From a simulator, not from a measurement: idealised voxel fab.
Proc. module: voxel transistor to metal
This is section cut - it's 180 nm across, gridded in 5 nm square cells.
A cross-section is a grid of square cells, given in bands from the top down. A band is one or more rows of cells.
Top, bottom (nm), then materials left to right with widths (nm); lone material tagged "all across" fills the whole band edge to edge; "empty" = empty space.
Zero point of the height axis is 0; under it, received wafer = one material. Lowest band: continues down indefinitely, "0 and below".
The two numbers in a width such as "30 to 40" mark its ends across the band: the first belongs to the top row of cells, the second to the bottom row, and from each row to the next the width moves by the same amount.
The cross-section has no changed cell in any step marked "no change occurred".
The entry titled "Enclosed void catalog" provides the empty spaces that have no open way to the top, restricted to those of 8 cells or more. Each is presented as width x height at distance, the distance being measured from the left edge, with all three in nm.
Past the settings on a step's line: simulator remark, on that step.
overlay nm: mask offset rightward from planned place, masked step; negative means leftward offset.

Below is the list of planned process steps:
- 1: RECEIVE, material Si
- 2: OXIDIZE, depth nm 5
- 3: CONFORMAL_DEP, material SiN, thk nm 15
- 4: DIRECTIONAL_DEP, material aC, thk nm 10
- 5: PATTERN, tone cover, mask id ACTIVE, material resist, width nm 100, thk nm 25, overlay nm 0
- 6: DIRECTIONAL_ETCH, etch materials aC, depth nm 10
- 7: STRIP, etch materials resist
- 8: DIRECTIONAL_ETCH, etch materials SiN, depth nm 15
- 9: DIRECTIONAL_ETCH, etch materials SiO2, depth nm 5
- 10: DIRECTIONAL_ETCH, etch materials Si, depth nm 30
- 11: STRIP, etch materials aC
- 12: FILL_DEP, material SiO2, thk nm 5
- 13: CMP, height nm 15
- 14: SELECTIVE_ETCH, etch materials SiO2, depth nm 15
- 15: STRIP, etch materials SiN
- 16: SELECTIVE_ETCH, etch materials SiO2, depth nm 5
- 17: OXIDIZE, depth nm 5
- 18: DIRECTIONAL_DEP, material polySi, thk nm 30
- 19: DIRECTIONAL_DEP, material SiCN, thk nm 15
- 20: PATTERN, tone cover, mask id GATE, material resist, width nm 20, thk nm 20, overlay nm 0
- 21: DIRECTIONAL_ETCH, etch materials SiCN, depth nm 25
- 22: DIRECTIONAL_ETCH, etch materials polySi, depth nm 40
- 23: STRIP, etch materials resist
- 24: CONFORMAL_DEP, material SiO2, thk nm 5
- 25: DIRECTIONAL_ETCH, etch materials SiO2, depth nm 5
- 26: CONFORMAL_DEP, material SiN, thk nm 10
- 27: DIRECTIONAL_ETCH, etch materials SiN, depth nm 10
- 28: DIRECTIONAL_ETCH, etch materials SiO2, depth nm 5
- 29: EPI, material SiGe, thk nm 5
- 30: FILL_DEP, material SiO2, thk nm 10
- 31: CMP, height nm 40
- 32: DIRECTIONAL_DEP, material SiO2, thk nm 15
- 33: MASKED_ETCH, tone open, mask id CONTACT, width nm 30, pitch nm 60, etch materials SiO2, depth nm 60, overlay nm 0
- 34: CONFORMAL_DEP, material TiN, thk nm 5
- 35: FILL_DEP, material W, thk nm 10
- 36: CMP, height nm 55
- 37: CONFORMAL_DEP, material SiCN, thk nm 5
- 38: DIRECTIONAL_DEP, material lowk, thk nm 20
- 39: MASKED_ETCH, tone open, mask id METAL_1, width nm 15, pitch nm 75, etch materials lowk, depth nm 20, overlay nm 0
- 40: MASKED_ETCH, tone open, mask id METAL_1, width nm 15, pitch nm 75, etch materials SiCN, depth nm 5, overlay nm 0
- 41: CONFORMAL_DEP, material TiN, thk nm 5
- 42: FILL_DEP, material Cu, thk nm 5
- 43: CMP, height nm 80
- 44: EPI, material Ru, thk nm 5
- 45: FILL_DEP, material SiCN, thk nm 5
- 46: DIRECTIONAL_DEP, material lowk, thk nm 30
- 47: MASKED_ETCH, tone open, mask id METAL_2, width nm 15, pitch nm 75, etch materials lowk, depth nm 15, overlay nm 0
- 48: PATTERN, tone open, mask id METAL_2_HOLES, material resist, width nm 15, pitch nm 75, thk nm 20, overlay nm 0
- 49: DIRECTIONAL_ETCH, etch materials lowk, depth nm 15
- 50: DIRECTIONAL_ETCH, etch materials SiCN, depth nm 5
- 51: STRIP, etch materials resist
- 52: CONFORMAL_DEP, material TiN, thk nm 5
- 53: FILL_DEP, material Cu, thk nm 10
- 54: CMP, height nm 120
- 55: CONFORMAL_DEP, material SiCN, thk nm 5

What follows covers the first of two wafers; it ran as planned:

Incoming wafer in cross-section (state: after step 1):
> 0 and below: Si all across
> Enclosed void catalog: none

After step 2: wafer cross-section:
> 0 down to -5: SiO2 all across
> below -5: unchanged

After step 3: wafer cross-section:
> 15 down to 0: SiN all across
> below 0: unchanged

After step 4: wafer cross-section:
> 25 down to 15: aC all across
> below 15: unchanged

After step 5: wafer cross-section:
> 50 down to 25: 40 nm empty | 100 nm resist | 40 nm empty
> below 25: unchanged

After step 6: wafer cross-section:
> 40 down to 25: 40 nm empty | 100 nm resist | 40 nm empty
> 25 down to 15: 40 nm empty | 100 nm aC | 40 nm empty
> below 15: unchanged

After step 7: wafer cross-section:
> 25 down to 15: 40 nm empty | 100 nm aC | 40 nm empty
> below 15: unchanged

After step 8: wafer cross-section:
> 25 down to 15: 40 nm empty | 100 nm aC | 40 nm empty
> 15 down to 0: 40 nm empty | 100 nm SiN | 40 nm empty
> below 0: unchanged

After step 9: wafer cross-section:
> 25 down to 15: 40 nm empty | 100 nm aC | 40 nm empty
> 15 down to 0: 40 nm empty | 100 nm SiN | 40 nm empty
> 0 down to -5: 40 nm empty | 100 nm SiO2 | 40 nm empty
> below -5: unchanged

After step 10: wafer cross-section:
> 25 down to 15: 40 nm empty | 100 nm aC | 40 nm empty
> 15 down to 0: 40 nm empty | 100 nm SiN | 40 nm empty
> 0 down to -5: 40 nm empty | 100 nm SiO2 | 40 nm empty
> -5 down to -35: 40 nm empty | 100 nm Si | 40 nm empty
> below -35: unchanged

After step 11: wafer cross-section:
> 15 down to 0: 40 nm empty | 100 nm SiN | 40 nm empty
> below 0: unchanged

After step 12: wafer cross-section:
> 20 down to 15: SiO2 all across
> 15 down to 0: 40 nm SiO2 | 100 nm SiN | 40 nm SiO2
> 0 down to -5: SiO2 all across
> -5 down to -35: 40 nm SiO2 | 100 nm Si | 40 nm SiO2
> below -35: unchanged

After step 13: wafer cross-section:
> 15 down to 0: 40 nm SiO2 | 100 nm SiN | 40 nm SiO2
> below 0: unchanged

After step 14: wafer cross-section:
> 15 down to 0: 40 nm empty | 100 nm SiN | 40 nm empty
> below 0: unchanged

After step 15: wafer cross-section:
> 0 down to -5: SiO2 all across
> below -5: unchanged

After step 16: wafer cross-section:
> -5 down to -35: 40 nm SiO2 | 100 nm Si | 40 nm SiO2
> below -35: unchanged

After step 17: wafer cross-section:
> -5 down to -10: SiO2 all across
> below -10: unchanged

After step 18: wafer cross-section:
> 25 down to -5: polySi all across
> below -5: unchanged

After step 19: wafer cross-section:
> 40 down to 25: SiCN all across
> below 25: unchanged

After step 20: wafer cross-section:
> 60 down to 40: 80 nm empty | 20 nm resist | 80 nm empty
> below 40: unchanged

After step 21: wafer cross-section:
> 60 down to 40: 80 nm empty | 20 nm resist | 80 nm empty
> 40 down to 25: 80 nm empty | 20 nm SiCN | 80 nm empty
> below 25: unchanged

After step 22: wafer cross-section:
> 60 down to 40: 80 nm empty | 20 nm resist | 80 nm empty
> 40 down to 25: 80 nm empty | 20 nm SiCN | 80 nm empty
> 25 down to -5: 80 nm empty | 20 nm polySi | 80 nm empty
> below -5: unchanged

After step 23: wafer cross-section:
> 40 down to 25: 80 nm empty | 20 nm SiCN | 80 nm empty
> below 25: unchanged

After step 24: wafer cross-section:
> 45 down to 40: 75 nm empty | 30 nm SiO2 | 75 nm empty
> 40 down to 25: 75 nm empty | 5 nm SiO2 | 20 nm SiCN | 5 nm SiO2 | 75 nm empty
> 25 down to 0: 75 nm empty | 5 nm SiO2 | 20 nm polySi | 5 nm SiO2 | 75 nm empty
> 0 down to -5: 80 nm SiO2 | 20 nm polySi | 80 nm SiO2
> below -5: unchanged

After step 25: wafer cross-section:
> 40 down to 25: 75 nm empty | 5 nm SiO2 | 20 nm SiCN | 5 nm SiO2 | 75 nm empty
> 25 down to -5: 75 nm empty | 5 nm SiO2 | 20 nm polySi | 5 nm SiO2 | 75 nm empty
> below -5: unchanged

After step 26: wafer cross-section:
> 50 down to 40: 65 nm empty | 50 nm SiN | 65 nm empty
> 40 down to 25: 65 nm empty | 10 nm SiN | 5 nm SiO2 | 20 nm SiCN | 5 nm SiO2 | 10 nm SiN | 65 nm empty
> 25 down to 5: 65 nm empty | 10 nm SiN | 5 nm SiO2 | 20 nm polySi | 5 nm SiO2 | 10 nm SiN | 65 nm empty
> 5 down to -5: 75 nm SiN | 5 nm SiO2 | 20 nm polySi | 5 nm SiO2 | 75 nm SiN
> below -5: unchanged

After step 27: wafer cross-section:
> 40 down to 25: 65 nm empty | 10 nm SiN | 5 nm SiO2 | 20 nm SiCN | 5 nm SiO2 | 10 nm SiN | 65 nm empty
> 25 down to -5: 65 nm empty | 10 nm SiN | 5 nm SiO2 | 20 nm polySi | 5 nm SiO2 | 10 nm SiN | 65 nm empty
> below -5: unchanged

After step 28: wafer cross-section:
> 40 down to 35: 65 nm empty | 10 nm SiN | 5 nm empty | 20 nm SiCN | 5 nm empty | 10 nm SiN | 65 nm empty
> 35 down to 25: 65 nm empty | 10 nm SiN | 5 nm SiO2 | 20 nm SiCN | 5 nm SiO2 | 10 nm SiN | 65 nm empty
> 25 down to -5: 65 nm empty | 10 nm SiN | 5 nm SiO2 | 20 nm polySi | 5 nm SiO2 | 10 nm SiN | 65 nm empty
> -5 down to -10: 65 nm empty | 50 nm SiO2 | 65 nm empty
> below -10: unchanged

After step 29: wafer cross-section:
> 40 down to 35: 65 nm empty | 10 nm SiN | 5 nm empty | 20 nm SiCN | 5 nm empty | 10 nm SiN | 65 nm empty
> 35 down to 25: 65 nm empty | 10 nm SiN | 5 nm SiO2 | 20 nm SiCN | 5 nm SiO2 | 10 nm SiN | 65 nm empty
> 25 down to -5: 65 nm empty | 10 nm SiN | 5 nm SiO2 | 20 nm polySi | 5 nm SiO2 | 10 nm SiN | 65 nm empty
> -5 down to -10: 35 nm empty | 30 nm SiGe | 50 nm SiO2 | 30 nm SiGe | 35 nm empty
> below -10: unchanged

After step 30: wafer cross-section:
> 50 down to 40: SiO2 all across
> 40 down to 25: 65 nm SiO2 | 10 nm SiN | 5 nm SiO2 | 20 nm SiCN | 5 nm SiO2 | 10 nm SiN | 65 nm SiO2
> 25 down to -5: 65 nm SiO2 | 10 nm SiN | 5 nm SiO2 | 20 nm polySi | 5 nm SiO2 | 10 nm SiN | 65 nm SiO2
> -5 down to -10: 35 nm SiO2 | 30 nm SiGe | 50 nm SiO2 | 30 nm SiGe | 35 nm SiO2
> below -10: unchanged

After step 31: wafer cross-section:
> 40 down to 25: 65 nm SiO2 | 10 nm SiN | 5 nm SiO2 | 20 nm SiCN | 5 nm SiO2 | 10 nm SiN | 65 nm SiO2
> below 25: unchanged

After step 32: wafer cross-section:
> 55 down to 40: SiO2 all across
> below 40: unchanged

After step 33: wafer cross-section:
> 55 down to 40: 45 nm SiO2 | 30 nm empty | 30 nm SiO2 | 30 nm empty | 45 nm SiO2
> 40 down to 25: 45 nm SiO2 | 20 nm empty | 10 nm SiN | 5 nm SiO2 | 20 nm SiCN | 5 nm SiO2 | 10 nm SiN | 20 nm empty | 45 nm SiO2
> 25 down to -5: 45 nm SiO2 | 20 nm empty | 10 nm SiN | 5 nm SiO2 | 20 nm polySi | 5 nm SiO2 | 10 nm SiN | 20 nm empty | 45 nm SiO2
> below -5: unchanged

After step 34: wafer cross-section:
> 60 down to 55: 50 nm TiN | 20 nm empty | 40 nm TiN | 20 nm empty | 50 nm TiN
> 55 down to 45: 45 nm SiO2 | 5 nm TiN | 20 nm empty | 5 nm TiN | 30 nm SiO2 | 5 nm TiN | 20 nm empty | 5 nm TiN | 45 nm SiO2
> 45 down to 40: 45 nm SiO2 | 5 nm TiN | 10 nm empty | 15 nm TiN | 30 nm SiO2 | 15 nm TiN | 10 nm empty | 5 nm TiN | 45 nm SiO2
> 40 down to 25: 45 nm SiO2 | 5 nm TiN | 10 nm empty | 5 nm TiN | 10 nm SiN | 5 nm SiO2 | 20 nm SiCN | 5 nm SiO2 | 10 nm SiN | 5 nm TiN | 10 nm empty | 5 nm TiN | 45 nm SiO2
> 25 down to 0: 45 nm SiO2 | 5 nm TiN | 10 nm empty | 5 nm TiN | 10 nm SiN | 5 nm SiO2 | 20 nm polySi | 5 nm SiO2 | 10 nm SiN | 5 nm TiN | 10 nm empty | 5 nm TiN | 45 nm SiO2
> 0 down to -5: 45 nm SiO2 | 20 nm TiN | 10 nm SiN | 5 nm SiO2 | 20 nm polySi | 5 nm SiO2 | 10 nm SiN | 20 nm TiN | 45 nm SiO2
> below -5: unchanged

After step 35: wafer cross-section:
> 70 down to 60: W all across
> 60 down to 55: 50 nm TiN | 20 nm W | 40 nm TiN | 20 nm W | 50 nm TiN
> 55 down to 45: 45 nm SiO2 | 5 nm TiN | 20 nm W | 5 nm TiN | 30 nm SiO2 | 5 nm TiN | 20 nm W | 5 nm TiN | 45 nm SiO2
> 45 down to 40: 45 nm SiO2 | 5 nm TiN | 10 nm W | 15 nm TiN | 30 nm SiO2 | 15 nm TiN | 10 nm W | 5 nm TiN | 45 nm SiO2
> 40 down to 25: 45 nm SiO2 | 5 nm TiN | 10 nm W | 5 nm TiN | 10 nm SiN | 5 nm SiO2 | 20 nm SiCN | 5 nm SiO2 | 10 nm SiN | 5 nm TiN | 10 nm W | 5 nm TiN | 45 nm SiO2
> 25 down to 0: 45 nm SiO2 | 5 nm TiN | 10 nm W | 5 nm TiN | 10 nm SiN | 5 nm SiO2 | 20 nm polySi | 5 nm SiO2 | 10 nm SiN | 5 nm TiN | 10 nm W | 5 nm TiN | 45 nm SiO2
> below 0: unchanged

After step 36: wafer cross-section:
> 55 down to 45: 45 nm SiO2 | 5 nm TiN | 20 nm W | 5 nm TiN | 30 nm SiO2 | 5 nm TiN | 20 nm W | 5 nm TiN | 45 nm SiO2
> below 45: unchanged

After step 37: wafer cross-section:
> 60 down to 55: SiCN all across
> below 55: unchanged

After step 38: wafer cross-section:
> 80 down to 60: lowk all across
> below 60: unchanged

After step 39: wafer cross-section:
> 80 down to 60: 45 nm lowk | 15 nm empty | 60 nm lowk | 15 nm empty | 45 nm lowk
> below 60: unchanged

After step 40: wafer cross-section:
> 80 down to 60: 45 nm lowk | 15 nm empty | 60 nm lowk | 15 nm empty | 45 nm lowk
> 60 down to 55: 45 nm SiCN | 15 nm empty | 60 nm SiCN | 15 nm empty | 45 nm SiCN
> below 55: unchanged

After step 41: wafer cross-section:
> 85 down to 80: 50 nm TiN | 5 nm empty | 70 nm TiN | 5 nm empty | 50 nm TiN
> 80 down to 60: 45 nm lowk | 5 nm TiN | 5 nm empty | 5 nm TiN | 60 nm lowk | 5 nm TiN | 5 nm empty | 5 nm TiN | 45 nm lowk
> 60 down to 55: 45 nm SiCN | 15 nm TiN | 60 nm SiCN | 15 nm TiN | 45 nm SiCN
> below 55: unchanged

After step 42: wafer cross-section:
> 90 down to 85: Cu all across
> 85 down to 80: 50 nm TiN | 5 nm Cu | 70 nm TiN | 5 nm Cu | 50 nm TiN
> 80 down to 60: 45 nm lowk | 5 nm TiN | 5 nm Cu | 5 nm TiN | 60 nm lowk | 5 nm TiN | 5 nm Cu | 5 nm TiN | 45 nm lowk
> below 60: unchanged

After step 43: wafer cross-section:
> 80 down to 60: 45 nm lowk | 5 nm TiN | 5 nm Cu | 5 nm TiN | 60 nm lowk | 5 nm TiN | 5 nm Cu | 5 nm TiN | 45 nm lowk
> below 60: unchanged

After step 44: wafer cross-section:
> 85 down to 80: 40 nm empty | 25 nm Ru | 50 nm empty | 25 nm Ru | 40 nm empty
> below 80: unchanged

After step 45: wafer cross-section:
> 90 down to 85: SiCN all across
> 85 down to 80: 40 nm SiCN | 25 nm Ru | 50 nm SiCN | 25 nm Ru | 40 nm SiCN
> below 80: unchanged

After step 46: wafer cross-section:
> 120 down to 90: lowk all across
> below 90: unchanged

After step 47: wafer cross-section:
> 120 down to 105: 45 nm lowk | 15 nm empty | 60 nm lowk | 15 nm empty | 45 nm lowk
> below 105: unchanged

After step 48: wafer cross-section:
> 140 down to 120: 45 nm resist | 15 nm empty | 60 nm resist | 15 nm empty | 45 nm resist
> below 120: unchanged

After step 49: wafer cross-section:
> 140 down to 120: 45 nm resist | 15 nm empty | 60 nm resist | 15 nm empty | 45 nm resist
> 120 down to 90: 45 nm lowk | 15 nm empty | 60 nm lowk | 15 nm empty | 45 nm lowk
> below 90: unchanged

After step 50: wafer cross-section:
> 140 down to 120: 45 nm resist | 15 nm empty | 60 nm resist | 15 nm empty | 45 nm resist
> 120 down to 90: 45 nm lowk | 15 nm empty | 60 nm lowk | 15 nm empty | 45 nm lowk
> 90 down to 85: 45 nm SiCN | 15 nm empty | 60 nm SiCN | 15 nm empty | 45 nm SiCN
> below 85: unchanged

After step 51: wafer cross-section:
> 120 down to 90: 45 nm lowk | 15 nm empty | 60 nm lowk | 15 nm empty | 45 nm lowk
> below 90: unchanged

After step 52: wafer cross-section:
> 125 down to 120: 50 nm TiN | 5 nm empty | 70 nm TiN | 5 nm empty | 50 nm TiN
> 120 down to 90: 45 nm lowk | 5 nm TiN | 5 nm empty | 5 nm TiN | 60 nm lowk | 5 nm TiN | 5 nm empty | 5 nm TiN | 45 nm lowk
> 90 down to 85: 45 nm SiCN | 15 nm TiN | 60 nm SiCN | 15 nm TiN | 45 nm SiCN
> below 85: unchanged

After step 53: wafer cross-section:
> 135 down to 125: Cu all across
> 125 down to 120: 50 nm TiN | 5 nm Cu | 70 nm TiN | 5 nm Cu | 50 nm TiN
> 120 down to 90: 45 nm lowk | 5 nm TiN | 5 nm Cu | 5 nm TiN | 60 nm lowk | 5 nm TiN | 5 nm Cu | 5 nm TiN | 45 nm lowk
> below 90: unchanged

After step 54: wafer cross-section:
> 120 down to 90: 45 nm lowk | 5 nm TiN | 5 nm Cu | 5 nm TiN | 60 nm lowk | 5 nm TiN | 5 nm Cu | 5 nm TiN | 45 nm lowk
> below 90: unchanged

After step 55: wafer cross-section:
> 125 down to 120: SiCN all across
> below 120: unchanged

Second wafer - shared start and plan with the first - one error in running - same as the first up to step 32 inclusive:

Cross-section: second wafer, time at which step 33 was scheduled to end:
> 55 down to 40: 45 nm SiO2 | 35 nm empty | 25 nm SiO2 | 35 nm empty | 40 nm SiO2
> 40 down to 25: 45 nm SiO2 | 20 nm empty | 10 nm SiN | 5 nm empty | 20 nm SiCN | 5 nm SiO2 | 10 nm SiN | 25 nm empty | 40 nm SiO2
> 25 down to -5: 45 nm SiO2 | 20 nm empty | 10 nm SiN | 5 nm empty | 20 nm polySi | 5 nm SiO2 | 10 nm SiN | 25 nm empty | 40 nm SiO2
> below -5: unchanged

Cross-section: second wafer, time at which step 34 was scheduled to end:
> 60 down to 55: 50 nm TiN | 25 nm empty | 35 nm TiN | 25 nm empty | 45 nm TiN
> 55 down to 45: 45 nm SiO2 | 5 nm TiN | 25 nm empty | 5 nm TiN | 25 nm SiO2 | 5 nm TiN | 25 nm empty | 5 nm TiN | 40 nm SiO2
> 45 down to 40: 45 nm SiO2 | 5 nm TiN | 10 nm empty | 20 nm TiN | 25 nm SiO2 | 15 nm TiN | 15 nm empty | 5 nm TiN | 40 nm SiO2
> 40 down to 25: 45 nm SiO2 | 5 nm TiN | 10 nm empty | 5 nm TiN | 10 nm SiN | 5 nm TiN | 20 nm SiCN | 5 nm SiO2 | 10 nm SiN | 5 nm TiN | 15 nm empty | 5 nm TiN | 40 nm SiO2
> 25 down to 0: 45 nm SiO2 | 5 nm TiN | 10 nm empty | 5 nm TiN | 10 nm SiN | 5 nm TiN | 20 nm polySi | 5 nm SiO2 | 10 nm SiN | 5 nm TiN | 15 nm empty | 5 nm TiN | 40 nm SiO2
> 0 down to -5: 45 nm SiO2 | 20 nm TiN | 10 nm SiN | 5 nm TiN | 20 nm polySi | 5 nm SiO2 | 10 nm SiN | 25 nm TiN | 40 nm SiO2
> below -5: unchanged

Cross-section: second wafer, time at which step 35 was scheduled to end:
> 70 down to 60: W all across
> 60 down to 55: 50 nm TiN | 25 nm W | 35 nm TiN | 25 nm W | 45 nm TiN
> 55 down to 45: 45 nm SiO2 | 5 nm TiN | 25 nm W | 5 nm TiN | 25 nm SiO2 | 5 nm TiN | 25 nm W | 5 nm TiN | 40 nm SiO2
> 45 down to 40: 45 nm SiO2 | 5 nm TiN | 10 nm W | 20 nm TiN | 25 nm SiO2 | 15 nm TiN | 15 nm W | 5 nm TiN | 40 nm SiO2
> 40 down to 25: 45 nm SiO2 | 5 nm TiN | 10 nm W | 5 nm TiN | 10 nm SiN | 5 nm TiN | 20 nm SiCN | 5 nm SiO2 | 10 nm SiN | 5 nm TiN | 15 nm W | 5 nm TiN | 40 nm SiO2
> 25 down to 0: 45 nm SiO2 | 5 nm TiN | 10 nm W | 5 nm TiN | 10 nm SiN | 5 nm TiN | 20 nm polySi | 5 nm SiO2 | 10 nm SiN | 5 nm TiN | 15 nm W | 5 nm TiN | 40 nm SiO2
> below 0: unchanged

Cross-section: second wafer, time at which step 36 was scheduled to end:
> 55 down to 45: 45 nm SiO2 | 5 nm TiN | 25 nm W | 5 nm TiN | 25 nm SiO2 | 5 nm TiN | 25 nm W | 5 nm TiN | 40 nm SiO2
> below 45: unchanged

Cross-section: second wafer, time at which step 37 was scheduled to end:
> 60 down to 55: SiCN all across
> below 55: unchanged

Cross-section: second wafer, time at which step 38 was scheduled to end:
> 80 down to 60: lowk all across
> below 60: unchanged

Cross-section: second wafer, time at which step 39 was scheduled to end:
> 80 down to 60: 45 nm lowk | 15 nm empty | 60 nm lowk | 15 nm empty | 45 nm lowk
> below 60: unchanged

Cross-section: second wafer, time at which step 40 was scheduled to end:
> 80 down to 60: 45 nm lowk | 15 nm empty | 60 nm lowk | 15 nm empty | 45 nm lowk
> 60 down to 55: 45 nm SiCN | 15 nm empty | 60 nm SiCN | 15 nm empty | 45 nm SiCN
> below 55: unchanged

Cross-section: second wafer, time at which step 41 was scheduled to end:
> 85 down to 80: 50 nm TiN | 5 nm empty | 70 nm TiN | 5 nm empty | 50 nm TiN
> 80 down to 60: 45 nm lowk | 5 nm TiN | 5 nm empty | 5 nm TiN | 60 nm lowk | 5 nm TiN | 5 nm empty | 5 nm TiN | 45 nm lowk
> 60 down to 55: 45 nm SiCN | 15 nm TiN | 60 nm SiCN | 15 nm TiN | 45 nm SiCN
> below 55: unchanged

Cross-section: second wafer, time at which step 42 was scheduled to end:
> 90 down to 85: Cu all across
> 85 down to 80: 50 nm TiN | 5 nm Cu | 70 nm TiN | 5 nm Cu | 50 nm TiN
> 80 down to 60: 45 nm lowk | 5 nm TiN | 5 nm Cu | 5 nm TiN | 60 nm lowk | 5 nm TiN | 5 nm Cu | 5 nm TiN | 45 nm lowk
> below 60: unchanged

Cross-section: second wafer, time at which step 43 was scheduled to end:
> 80 down to 60: 45 nm lowk | 5 nm TiN | 5 nm Cu | 5 nm TiN | 60 nm lowk | 5 nm TiN | 5 nm Cu | 5 nm TiN | 45 nm lowk
> below 60: unchanged

Cross-section: second wafer, time at which step 44 was scheduled to end:
> 85 down to 80: 40 nm empty | 25 nm Ru | 50 nm empty | 25 nm Ru | 40 nm empty
> below 80: unchanged

Cross-section: second wafer, time at which step 45 was scheduled to end:
> 90 down to 85: SiCN all across
> 85 down to 80: 40 nm SiCN | 25 nm Ru | 50 nm SiCN | 25 nm Ru | 40 nm SiCN
> below 80: unchanged

Cross-section: second wafer, time at which step 46 was scheduled to end:
> 120 down to 90: lowk all across
> below 90: unchanged

Cross-section: second wafer, time at which step 47 was scheduled to end:
> 120 down to 105: 45 nm lowk | 15 nm empty | 60 nm lowk | 15 nm empty | 45 nm lowk
> below 105: unchanged

Cross-section: second wafer, time at which step 48 was scheduled to end:
> 140 down to 120: 45 nm resist | 15 nm empty | 60 nm resist | 15 nm empty | 45 nm resist
> below 120: unchanged

Cross-section: second wafer, time at which step 49 was scheduled to end:
> 140 down to 120: 45 nm resist | 15 nm empty | 60 nm resist | 15 nm empty | 45 nm resist
> 120 down to 90: 45 nm lowk | 15 nm empty | 60 nm lowk | 15 nm empty | 45 nm lowk
> below 90: unchanged

Cross-section: second wafer, time at which step 50 was scheduled to end:
> 140 down to 120: 45 nm resist | 15 nm empty | 60 nm resist | 15 nm empty | 45 nm resist
> 120 down to 90: 45 nm lowk | 15 nm empty | 60 nm lowk | 15 nm empty | 45 nm lowk
> 90 down to 85: 45 nm SiCN | 15 nm empty | 60 nm SiCN | 15 nm empty | 45 nm SiCN
> below 85: unchanged

Cross-section: second wafer, time at which step 51 was scheduled to end:
> 120 down to 90: 45 nm lowk | 15 nm empty | 60 nm lowk | 15 nm empty | 45 nm lowk
> below 90: unchanged

Cross-section: second wafer, time at which step 52 was scheduled to end:
> 125 down to 120: 50 nm TiN | 5 nm empty | 70 nm TiN | 5 nm empty | 50 nm TiN
> 120 down to 90: 45 nm lowk | 5 nm TiN | 5 nm empty | 5 nm TiN | 60 nm lowk | 5 nm TiN | 5 nm empty | 5 nm TiN | 45 nm lowk
> 90 down to 85: 45 nm SiCN | 15 nm TiN | 60 nm SiCN | 15 nm TiN | 45 nm SiCN
> below 85: unchanged

Cross-section: second wafer, time at which step 53 was scheduled to end:
> 135 down to 125: Cu all across
> 125 down to 120: 50 nm TiN | 5 nm Cu | 70 nm TiN | 5 nm Cu | 50 nm TiN
> 120 down to 90: 45 nm lowk | 5 nm TiN | 5 nm Cu | 5 nm TiN | 60 nm lowk | 5 nm TiN | 5 nm Cu | 5 nm TiN | 45 nm lowk
> below 90: unchanged

Cross-section: second wafer, time at which step 54 was scheduled to end:
> 120 down to 90: 45 nm lowk | 5 nm TiN | 5 nm Cu | 5 nm TiN | 60 nm lowk | 5 nm TiN | 5 nm Cu | 5 nm TiN | 45 nm lowk
> below 90: unchanged

Cross-section: second wafer, time at which step 55 was scheduled to end:
> 125 down to 120: SiCN all across
> below 120: unchanged
Which mistake was made when the wafer was run? not per plan at step 33, really ran MASKED_ETCH, tone open, mask id CONTACT, width nm 35, pitch nm 60, etch materials SiO2, depth nm 60, overlay nm 0
Final wafer comparison in cells, second versus first, more or fewer per material: SiO2: 24 fewer, TiN: 11 more, W: 13 more
